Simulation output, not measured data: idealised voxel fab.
The name of this process module is voxel ribs on slabs.
Square cell edge 5 nm, section width 300 nm, ID cut.
Think of the cross-section as a grid of square cells. We describe it in bands, top to bottom, and each band covers one or more rows of those cells.
Band: top height; bottom height; in nm. Then, left to right: material with width in nm, for each material. "edge to edge": a single material spanning edge to edge. "empty": empty space.
Height is counted from the level 0, under which the received wafer is composed throughout of one material. The lowest of the bands is not closed at the bottom but continues downward, in the notation "from 0 down".
When a width is written as two numbers, as in "30 to 40", the first number is the width in the top row of cells of the band and the second is the width in its bottom row, and the width changes by the same amount from each row to the next.
Given "identical to before" for a step, no cell of the cross-section differs between before and after that step.
Under "Unvented cavities" you'll find the enclosed gaps, the ones with no way out to the top, that are 8 cells or bigger; each reads width x height at distance, with distance counted from the left edge, everything in nm.
On each step's line, the part that comes after the settings is the simulator's own comment on the step.
overlay nm: for a step with a mask, the amount by which the mask lay right of where it was planned; a negative amount means left of it.
[This section lists the process steps that were planned]
- 1: RECEIVE: material Si
- 2: DIRECTIONAL_DEP: material SiO2, thk nm 20
- 3: DIRECTIONAL_DEP: material SiN, thk nm 25
- 4: DIRECTIONAL_DEP: material aC, thk nm 15
- 5: PATTERN: tone cover, mask id RIB, material resist, width nm 15, thk nm 30, overlay nm 0
- 6: DIRECTIONAL_ETCH: etch materials aC, depth nm 15
- 7: STRIP: etch materials resist
- 8: DIRECTIONAL_ETCH: etch materials SiN, depth nm 10
- 9: STRIP: etch materials aC
- 10: DIRECTIONAL_DEP: material aC, thk nm 10
- 11: PATTERN: tone cover, mask id SLAB, material resist, width nm 55, thk nm 30, overlay nm 0
- 12: DIRECTIONAL_ETCH: etch materials aC, depth nm 10
- 13: STRIP: etch materials resist
- 14: DIRECTIONAL_ETCH: etch materials SiN, depth nm 15
- 15: STRIP: etch materials aC
- 16: FILL_DEP: material SiO2, thk nm 20
- 17: CMP: height nm 55
- 18: DIRECTIONAL_DEP: material W, thk nm 5
- 19: DIRECTIONAL_DEP: material aC, thk nm 10
- 20: PATTERN: tone cover, mask id HEATER, material resist, width nm 25, thk nm 30, overlay nm 0
- 21: DIRECTIONAL_ETCH: etch materials aC, depth nm 10
- 22: STRIP: etch materials resist
- 23: DIRECTIONAL_ETCH: etch materials W, depth nm 5
- 24: STRIP: etch materials aC
- 25: CONFORMAL_DEP: material SiO2, thk nm 10
[Cross-section of the wafer as it came to us, i.e., already through step 1]
from 0 down  Si edge to edge
Unvented cavities: none
[First of two wafers at the end of the module, shown in cross-section; run carried out as planned]
from 70 to 65  empty (125)  SiO2 (45)  empty (130)
from 65 to 60  SiO2 edge to edge
from 60 to 55  SiO2 (135)  W (25)  SiO2 (140)
from 55 to 45  SiO2 edge to edge
from 45 to 35  SiO2 (140)  SiN (15)  SiO2 (145)
from 35 to 20  SiO2 (120)  SiN (55)  SiO2 (125)
from 20 to 0  SiO2 edge to edge
from 0 down  Si edge to edge
Unvented cavities: none
[Second of two wafers, module complete, sectioned: it shares the first wafer's start and plan but was run with one mistake]
from 70 to 65  empty (125)  SiO2 (45)  empty (130)
from 65 to 60  SiO2 edge to edge
from 60 to 55  SiO2 (135)  W (25)  SiO2 (140)
from 55 to 45  SiO2 edge to edge
from 45 to 30  SiO2 (140)  SiN (15)  SiO2 (145)
from 30 to 20  SiO2 (120)  SiN (55)  SiO2 (125)
from 20 to 0  SiO2 edge to edge
from 0 down  Si edge to edge
Unvented cavities: none
Here's what went sideways: rather than as planned, step 8 actually ran as DIRECTIONAL_ETCH: etch materials SiN, depth nm 15
Per the end-of-run cell counts, the second wafer holds more or fewer of some materials than the first: SiN -8; SiO2 +8
